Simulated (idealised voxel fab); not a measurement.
The process module presented herein is designated voxel capacitor over wiring.
Cross-sectional view cut (width: 175 nm; square cell size: 5 nm).
Cross-section = grid of square cells, listed top down in bands; band = one or more rows.
Basically the band line says how high the top is and how high the bottom is, in nm, and then what's in it from left to right, every material with its width in nm. Empty space shows up as "empty", and if a single material carries "edge to edge" it runs the full band edge to edge.
Ref level 0: as-received wafer is one material below here. Bottom band extends down with no lower bound ("0 -> down").
Width: "30..40" (first number = top row, second number = bottom row, same change from row to row of cells).
What does "same as before" mean for a step? It means no cell of the cross-section changed in that step.
"Sealed internal voids" enumerates empty spaces isolated from the top, with no open way to it, that contain at least 8 cells, giving each as width x height at distance from the left edge, all three in nm.
Heads up: the bit after the settings on a step's line is the simulator's remark on that step.
You can add "overlay nm" to a step's line. For a step with a mask, it describes how far the mask lay to the right of its planned position, and a negative number describes a lay to the left.

PLAN
1 RECEIVE,material Si
2 CONFORMAL_DEP,material SiO2,thk nm 10
3 CONFORMAL_DEP,material SiN,thk nm 5
4 DIRECTIONAL_DEP,material lowk,thk nm 25
5 MASKED_ETCH,tone open,mask id METAL_1,width nm 20,pitch nm 75,etch materials lowk,depth nm 25,overlay nm 0
6 MASKED_ETCH,tone open,mask id METAL_1,width nm 20,pitch nm 75,etch materials SiN,depth nm 5,overlay nm 0
7 CONFORMAL_DEP,material TiN,thk nm 5
8 FILL_DEP,material Cu,thk nm 10
9 CMP,height nm 40
10 EPI,material Ru,thk nm 5
11 FILL_DEP,material SiCN,thk nm 5
12 DIRECTIONAL_DEP,material lowk,thk nm 20
13 PATTERN,tone open,mask id PLUG_1,material resist,width nm 15,thk nm 15,overlay nm 0
14 DIRECTIONAL_ETCH,etch materials lowk,depth nm 20
15 DIRECTIONAL_ETCH,etch materials SiCN,depth nm 5
16 STRIP,etch materials resist
17 CONFORMAL_DEP,material TiN,thk nm 5
18 FILL_DEP,material Cu,thk nm 10
19 CMP,height nm 70
20 DIRECTIONAL_DEP,material TiN,thk nm 10
21 DIRECTIONAL_DEP,material SiN,thk nm 5
22 DIRECTIONAL_DEP,material TiN,thk nm 10
23 DIRECTIONAL_DEP,material aC,thk nm 15
24 PATTERN,tone cover,mask id UPPER_PLATE,material resist,width nm 60,thk nm 35,overlay nm 0
25 DIRECTIONAL_ETCH,etch materials aC,depth nm 15
26 STRIP,etch materials resist
27 DIRECTIONAL_ETCH,etch materials TiN,depth nm 10
28 DIRECTIONAL_ETCH,etch materials SiN,depth nm 5
29 STRIP,etch materials aC
30 DIRECTIONAL_DEP,material aC,thk nm 15
31 PATTERN,tone cover,mask id LOWER_PLATE,material resist,width nm 70,thk nm 30,overlay nm 0
32 DIRECTIONAL_ETCH,etch materials aC,depth nm 15
33 STRIP,etch materials resist
34 DIRECTIONAL_ETCH,etch materials TiN,depth nm 10
35 STRIP,etch materials aC
36 FILL_DEP,material SiO2,thk nm 15
37 CMP,height nm 105
38 MASKED_ETCH,tone open,mask id PLUG_2,width nm 15,etch materials SiO2,depth nm 10,overlay nm 0
39 CONFORMAL_DEP,material TiN,thk nm 5
40 FILL_DEP,material Ru,thk nm 5
41 CMP,height nm 105
42 CONFORMAL_DEP,material SiCN,thk nm 5

FIRST OF THE TWO WAFERS, RUN PER PLAN

CROSS-SECTION OF THE INCOMING WAFER, STATE AFTER STEP 1
	0 -> down: Si edge to edge
	Sealed internal voids: none

CROSS-SECTIONAL REPRESENTATION OF THE WAFER AT THE CONCLUSION OF STEP 2
	10 -> 0: SiO2 edge to edge
	Under the height 0 nothing was changed.

CROSS-SECTIONAL REPRESENTATION OF THE WAFER AT THE CONCLUSION OF STEP 3
	15 -> 10: SiN edge to edge
	Under the height 10 nothing was changed.

CROSS-SECTIONAL REPRESENTATION OF THE WAFER AT THE CONCLUSION OF STEP 4
	40 -> 15: lowk edge to edge
	Under the height 15 nothing was changed.

CROSS-SECTIONAL REPRESENTATION OF THE WAFER AT THE CONCLUSION OF STEP 5
	40 -> 15: lowk 40, empty 20, lowk 55, empty 20, lowk 40
	Under the height 15 nothing was changed.

CROSS-SECTIONAL REPRESENTATION OF THE WAFER AT THE CONCLUSION OF STEP 6
	40 -> 15: lowk 40, empty 20, lowk 55, empty 20, lowk 40
	15 -> 10: SiN 40, empty 20, SiN 55, empty 20, SiN 40
	Under the height 10 nothing was changed.

CROSS-SECTIONAL REPRESENTATION OF THE WAFER AT THE CONCLUSION OF STEP 7
	45 -> 40: TiN 45, empty 10, TiN 65, empty 10, TiN 45
	40 -> 15: lowk 40, TiN 5, empty 10, TiN 5, lowk 55, TiN 5, empty 10, TiN 5, lowk 40
	15 -> 10: SiN 40, TiN 20, SiN 55, TiN 20, SiN 40
	Under the height 10 nothing was changed.

CROSS-SECTIONAL REPRESENTATION OF THE WAFER AT THE CONCLUSION OF STEP 8
	55 -> 45: Cu edge to edge
	45 -> 40: TiN 45, Cu 10, TiN 65, Cu 10, TiN 45
	40 -> 15: lowk 40, TiN 5, Cu 10, TiN 5, lowk 55, TiN 5, Cu 10, TiN 5, lowk 40
	Under the height 15 nothing was changed.

CROSS-SECTIONAL REPRESENTATION OF THE WAFER AT THE CONCLUSION OF STEP 9
	40 -> 15: lowk 40, TiN 5, Cu 10, TiN 5, lowk 55, TiN 5, Cu 10, TiN 5, lowk 40
	Under the height 15 nothing was changed.

CROSS-SECTIONAL REPRESENTATION OF THE WAFER AT THE CONCLUSION OF STEP 10
	45 -> 40: empty 35, Ru 30, empty 45, Ru 30, empty 35
	Under the height 40 nothing was changed.

CROSS-SECTIONAL REPRESENTATION OF THE WAFER AT THE CONCLUSION OF STEP 11
	50 -> 45: SiCN edge to edge
	45 -> 40: SiCN 35, Ru 30, SiCN 45, Ru 30, SiCN 35
	Under the height 40 nothing was changed.

CROSS-SECTIONAL REPRESENTATION OF THE WAFER AT THE CONCLUSION OF STEP 12
	70 -> 50: lowk edge to edge
	Under the height 50 nothing was changed.

CROSS-SECTIONAL REPRESENTATION OF THE WAFER AT THE CONCLUSION OF STEP 13
	85 -> 70: resist 45, empty 15, resist 115
	Under the height 70 nothing was changed.

CROSS-SECTIONAL REPRESENTATION OF THE WAFER AT THE CONCLUSION OF STEP 14
	85 -> 70: resist 45, empty 15, resist 115
	70 -> 50: lowk 45, empty 15, lowk 115
	Under the height 50 nothing was changed.

CROSS-SECTIONAL REPRESENTATION OF THE WAFER AT THE CONCLUSION OF STEP 15
	85 -> 70: resist 45, empty 15, resist 115
	70 -> 50: lowk 45, empty 15, lowk 115
	50 -> 45: SiCN 45, empty 15, SiCN 115
	Under the height 45 nothing was changed.

CROSS-SECTIONAL REPRESENTATION OF THE WAFER AT THE CONCLUSION OF STEP 16
	70 -> 50: lowk 45, empty 15, lowk 115
	Under the height 50 nothing was changed.

CROSS-SECTIONAL REPRESENTATION OF THE WAFER AT THE CONCLUSION OF STEP 17
	75 -> 70: TiN 50, empty 5, TiN 120
	70 -> 50: lowk 45, TiN 5, empty 5, TiN 5, lowk 115
	50 -> 45: SiCN 45, TiN 15, SiCN 115
	Under the height 45 nothing was changed.

CROSS-SECTIONAL REPRESENTATION OF THE WAFER AT THE CONCLUSION OF STEP 18
	85 -> 75: Cu edge to edge
	75 -> 70: TiN 50, Cu 5, TiN 120
	70 -> 50: lowk 45, TiN 5, Cu 5, TiN 5, lowk 115
	Under the height 50 nothing was changed.

CROSS-SECTIONAL REPRESENTATION OF THE WAFER AT THE CONCLUSION OF STEP 19
	70 -> 50: lowk 45, TiN 5, Cu 5, TiN 5, lowk 115
	Under the height 50 nothing was changed.

CROSS-SECTIONAL REPRESENTATION OF THE WAFER AT THE CONCLUSION OF STEP 20
	80 -> 70: TiN edge to edge
	Under the height 70 nothing was changed.

CROSS-SECTIONAL REPRESENTATION OF THE WAFER AT THE CONCLUSION OF STEP 21
	85 -> 80: SiN edge to edge
	Under the height 80 nothing was changed.

CROSS-SECTIONAL REPRESENTATION OF THE WAFER AT THE CONCLUSION OF STEP 22
	95 -> 85: TiN edge to edge
	Under the height 85 nothing was changed.

CROSS-SECTIONAL REPRESENTATION OF THE WAFER AT THE CONCLUSION OF STEP 23
	110 -> 95: aC edge to edge
	Under the height 95 nothing was changed.

CROSS-SECTIONAL REPRESENTATION OF THE WAFER AT THE CONCLUSION OF STEP 24
	145 -> 110: empty 45, resist 60, empty 70
	Under the height 110 nothing was changed.

CROSS-SECTIONAL REPRESENTATION OF THE WAFER AT THE CONCLUSION OF STEP 25
	130 -> 110: empty 45, resist 60, empty 70
	110 -> 95: empty 45, aC 60, empty 70
	Under the height 95 nothing was changed.

CROSS-SECTIONAL REPRESENTATION OF THE WAFER AT THE CONCLUSION OF STEP 26
	110 -> 95: empty 45, aC 60, empty 70
	Under the height 95 nothing was changed.

CROSS-SECTIONAL REPRESENTATION OF THE WAFER AT THE CONCLUSION OF STEP 27
	110 -> 95: empty 45, aC 60, empty 70
	95 -> 85: empty 45, TiN 60, empty 70
	Under the height 85 nothing was changed.

CROSS-SECTIONAL REPRESENTATION OF THE WAFER AT THE CONCLUSION OF STEP 28
	110 -> 95: empty 45, aC 60, empty 70
	95 -> 85: empty 45, TiN 60, empty 70
	85 -> 80: empty 45, SiN 60, empty 70
	Under the height 80 nothing was changed.

CROSS-SECTIONAL REPRESENTATION OF THE WAFER AT THE CONCLUSION OF STEP 29
	95 -> 85: empty 45, TiN 60, empty 70
	Under the height 85 nothing was changed.

CROSS-SECTIONAL REPRESENTATION OF THE WAFER AT THE CONCLUSION OF STEP 30
	110 -> 95: empty 45, aC 60, empty 70
	95 -> 85: aC 45, TiN 60, aC 70
	85 -> 80: aC 45, SiN 60, aC 70
	Under the height 80 nothing was changed.

CROSS-SECTIONAL REPRESENTATION OF THE WAFER AT THE CONCLUSION OF STEP 31
	140 -> 110: empty 40, resist 70, empty 65
	110 -> 95: empty 40, resist 5, aC 60, resist 5, empty 65
	Under the height 95 nothing was changed.

CROSS-SECTIONAL REPRESENTATION OF THE WAFER AT THE CONCLUSION OF STEP 32
	125 -> 110: empty 40, resist 70, empty 65
	110 -> 95: empty 40, resist 5, aC 60, resist 5, empty 65
	95 -> 85: empty 40, aC 5, TiN 60, aC 5, empty 65
	85 -> 80: empty 40, aC 5, SiN 60, aC 5, empty 65
	Under the height 80 nothing was changed.

CROSS-SECTIONAL REPRESENTATION OF THE WAFER AT THE CONCLUSION OF STEP 33
	110 -> 95: empty 45, aC 60, empty 70
	Under the height 95 nothing was changed.

CROSS-SECTIONAL REPRESENTATION OF THE WAFER AT THE CONCLUSION OF STEP 34
	110 -> 95: empty 45, aC 60, empty 70
	95 -> 85: empty 40, aC 5, TiN 60, aC 5, empty 65
	85 -> 80: empty 40, aC 5, SiN 60, aC 5, empty 65
	80 -> 70: empty 40, TiN 70, empty 65
	Under the height 70 nothing was changed.

CROSS-SECTIONAL REPRESENTATION OF THE WAFER AT THE CONCLUSION OF STEP 35
	95 -> 85: empty 45, TiN 60, empty 70
	85 -> 80: empty 45, SiN 60, empty 70
	Under the height 80 nothing was changed.

CROSS-SECTIONAL REPRESENTATION OF THE WAFER AT THE CONCLUSION OF STEP 36
	110 -> 95: SiO2 edge to edge
	95 -> 85: SiO2 45, TiN 60, SiO2 70
	85 -> 80: SiO2 45, SiN 60, SiO2 70
	80 -> 70: SiO2 40, TiN 70, SiO2 65
	Under the height 70 nothing was changed.

CROSS-SECTIONAL REPRESENTATION OF THE WAFER AT THE CONCLUSION OF STEP 37
	105 -> 95: SiO2 edge to edge
	Under the height 95 nothing was changed.

CROSS-SECTIONAL REPRESENTATION OF THE WAFER AT THE CONCLUSION OF STEP 38
	105 -> 95: SiO2 55, empty 15, SiO2 105
	Under the height 95 nothing was changed.

CROSS-SECTIONAL REPRESENTATION OF THE WAFER AT THE CONCLUSION OF STEP 39
	110 -> 105: TiN 60, empty 5, TiN 110
	105 -> 100: SiO2 55, TiN 5, empty 5, TiN 5, SiO2 105
	100 -> 95: SiO2 55, TiN 15, SiO2 105
	Under the height 95 nothing was changed.

CROSS-SECTIONAL REPRESENTATION OF THE WAFER AT THE CONCLUSION OF STEP 40
	115 -> 110: Ru edge to edge
	110 -> 105: TiN 60, Ru 5, TiN 110
	105 -> 100: SiO2 55, TiN 5, Ru 5, TiN 5, SiO2 105
	Under the height 100 nothing was changed.

CROSS-SECTIONAL REPRESENTATION OF THE WAFER AT THE CONCLUSION OF STEP 41
	105 -> 100: SiO2 55, TiN 5, Ru 5, TiN 5, SiO2 105
	Under the height 100 nothing was changed.

CROSS-SECTIONAL REPRESENTATION OF THE WAFER AT THE CONCLUSION OF STEP 42
	110 -> 105: SiCN edge to edge
	Under the height 105 nothing was changed.

THE SECOND WAFER WAS PREPARED FROM THE SAME STARTING POINT AND UNDER THE SAME PLAN AS THE FIRST; ITS PROCESSING CONTAINED ONE MISTAKE, AND IT REMAINS INDISTINGUISHABLE FROM THE FIRST WAFER UP TO AND INCLUDING STEP 30

CROSS-SECTION OF THE SECOND WAFER AT THE TIME STEP 31 OF THE PLAN SHOULD HAVE ENDED
	140 -> 110: empty 45, resist 65, empty 65
	110 -> 95: empty 45, aC 60, resist 5, empty 65
	Under the height 95 nothing was changed.

CROSS-SECTION OF THE SECOND WAFER AT THE TIME STEP 32 OF THE PLAN SHOULD HAVE ENDED
	125 -> 110: empty 45, resist 65, empty 65
	110 -> 95: empty 45, aC 60, resist 5, empty 65
	95 -> 85: empty 45, TiN 60, aC 5, empty 65
	85 -> 80: empty 45, SiN 60, aC 5, empty 65
	Under the height 80 nothing was changed.

CROSS-SECTION OF THE SECOND WAFER AT THE TIME STEP 33 OF THE PLAN SHOULD HAVE ENDED
	110 -> 95: empty 45, aC 60, empty 70
	Under the height 95 nothing was changed.

CROSS-SECTION OF THE SECOND WAFER AT THE TIME STEP 34 OF THE PLAN SHOULD HAVE ENDED
	110 -> 95: empty 45, aC 60, empty 70
	95 -> 85: empty 45, TiN 60, aC 5, empty 65
	85 -> 80: empty 45, SiN 60, aC 5, empty 65
	80 -> 70: empty 45, TiN 65, empty 65
	Under the height 70 nothing was changed.

CROSS-SECTION OF THE SECOND WAFER AT THE TIME STEP 35 OF THE PLAN SHOULD HAVE ENDED
	95 -> 85: empty 45, TiN 60, empty 70
	85 -> 80: empty 45, SiN 60, empty 70
	Under the height 80 nothing was changed.

CROSS-SECTION OF THE SECOND WAFER AT THE TIME STEP 36 OF THE PLAN SHOULD HAVE ENDED
	110 -> 95: SiO2 edge to edge
	95 -> 85: SiO2 45, TiN 60, SiO2 70
	85 -> 80: SiO2 45, SiN 60, SiO2 70
	80 -> 70: SiO2 45, TiN 65, SiO2 65
	Under the height 70 nothing was changed.

CROSS-SECTION OF THE SECOND WAFER AT THE TIME STEP 37 OF THE PLAN SHOULD HAVE ENDED
	105 -> 95: SiO2 edge to edge
	Under the height 95 nothing was changed.

CROSS-SECTION OF THE SECOND WAFER AT THE TIME STEP 38 OF THE PLAN SHOULD HAVE ENDED
	105 -> 95: SiO2 55, empty 15, SiO2 105
	Under the height 95 nothing was changed.

CROSS-SECTION OF THE SECOND WAFER AT THE TIME STEP 39 OF THE PLAN SHOULD HAVE ENDED
	110 -> 105: TiN 60, empty 5, TiN 110
	105 -> 100: SiO2 55, TiN 5, empty 5, TiN 5, SiO2 105
	100 -> 95: SiO2 55, TiN 15, SiO2 105
	Under the height 95 nothing was changed.

CROSS-SECTION OF THE SECOND WAFER AT THE TIME STEP 40 OF THE PLAN SHOULD HAVE ENDED
	115 -> 110: Ru edge to edge
	110 -> 105: TiN 60, Ru 5, TiN 110
	105 -> 100: SiO2 55, TiN 5, Ru 5, TiN 5, SiO2 105
	Under the height 100 nothing was changed.

CROSS-SECTION OF THE SECOND WAFER AT THE TIME STEP 41 OF THE PLAN SHOULD HAVE ENDED
	105 -> 100: SiO2 55, TiN 5, Ru 5, TiN 5, SiO2 105
	Under the height 100 nothing was changed.

CROSS-SECTION OF THE SECOND WAFER AT THE TIME STEP 42 OF THE PLAN SHOULD HAVE ENDED
	110 -> 105: SiCN edge to edge
	Under the height 105 nothing was changed.
The mistake made against the process plan was this: step 31 ran as: PATTERN,tone cover,mask id LOWER_PLATE,material resist,width nm 65,thk nm 30,overlay nm 0
Counted in cells at the end, the second wafer holds more or fewer of these materials than the first: 2 more of SiO2 | 2 fewer of TiN
